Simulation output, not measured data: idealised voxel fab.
process module | voxel self aligned contacts
cross-section cut | 300 nm wide | cells 5 nm
A cross-section is a grid of square cells, given in bands from the top down. A band is one or more rows of cells.
Each band's line starts with the height of the band's top and of its bottom, in nm. Then come its materials from left to right, each with its width in nm. One material with "throughout" fills the band from edge to edge. "air" is empty space.
Height 0 is the level under which the wafer as received is all one material. The lowest band goes on downwards, as in "0 down".
A width such as "30 to 40" changes by the same amount from each row of cells to the next, from the band's top row to its bottom row.
"no change" after a step means that no cell of the cross-section changed.
closed voids: empty space of 8 cells or more with no open way to the top, each as width x height at its distance from the left edge, in nm
after a step's settings: what the simulator itself notes on the step
overlay nm, on a step with a mask: how far to the right of its planned place the mask lay; to the left if negative
plan
1 op RECEIVE | material Si
2 op CONFORMAL_DEP | material SiO2 | thk nm 5
3 op DIRECTIONAL_DEP | material polySi | thk nm 20
4 op DIRECTIONAL_DEP | material SiN | thk nm 20
5 op MASKED_ETCH | tone cover | mask id GATE | width nm 35 | pitch nm 60 | etch materials SiN | depth nm 20 | overlay nm 0
6 op MASKED_ETCH | tone cover | mask id GATE | width nm 35 | pitch nm 60 | etch materials polySi | depth nm 20 | overlay nm 0
7 op CONFORMAL_DEP | material SiN | thk nm 5
8 op DIRECTIONAL_ETCH | etch materials SiN | depth nm 5
9 op FILL_DEP | material SiO2 | thk nm 15
10 op CMP | height nm 50
11 op PATTERN | tone open | mask id CONTACT | material resist | width nm 45 | thk nm 15 | overlay nm 0
12 op DIRECTIONAL_ETCH | etch materials SiO2 | depth nm 50
13 op STRIP | etch materials resist
14 op CONFORMAL_DEP | material TiN | thk nm 5
15 op FILL_DEP | material W | thk nm 10
16 op CMP | height nm 50
17 op CONFORMAL_DEP | material SiN | thk nm 5
as received, after step 1
  0 down: Si throughout
  closed voids: none
first wafer at the end, as planned
  55 to 50: SiN throughout
  50 to 45: SiO2 125 | TiN 20 | W 5 | TiN 20 | SiO2 130
  45 to 25: SiO2 95 | SiN 45 | TiN 5 | W 5 | TiN 5 | SiN 45 | SiO2 100
  25 to 5: SiO2 95 | SiN 5 | polySi 35 | SiN 5 | TiN 5 | W 5 | TiN 5 | SiN 5 | polySi 35 | SiN 5 | SiO2 100
  5 to 0: SiO2 140 | TiN 15 | SiO2 145
  0 down: Si throughout
  closed voids: none
second wafer at the end: like start, like plan, one mistake
  55 to 50: SiN throughout
  50 to 35: SiO2 95 | SiN 45 | TiN 5 | W 5 | TiN 5 | SiN 45 | SiO2 100
  35 to 30: SiO2 95 | SiN 45 | TiN 15 | SiN 45 | SiO2 100
  30 to 25: SiN throughout
  25 to 5: polySi throughout
  5 to 0: SiO2 throughout
  0 down: Si throughout
  closed voids: none
what went wrong: step 4 ran as: op DIRECTIONAL_DEP | material SiN | thk nm 25
at the end the second wafer has, in cells: 44 more of SiN | 204 fewer of SiO2 | 18 fewer of TiN | 6 fewer of W | 184 more of polySi
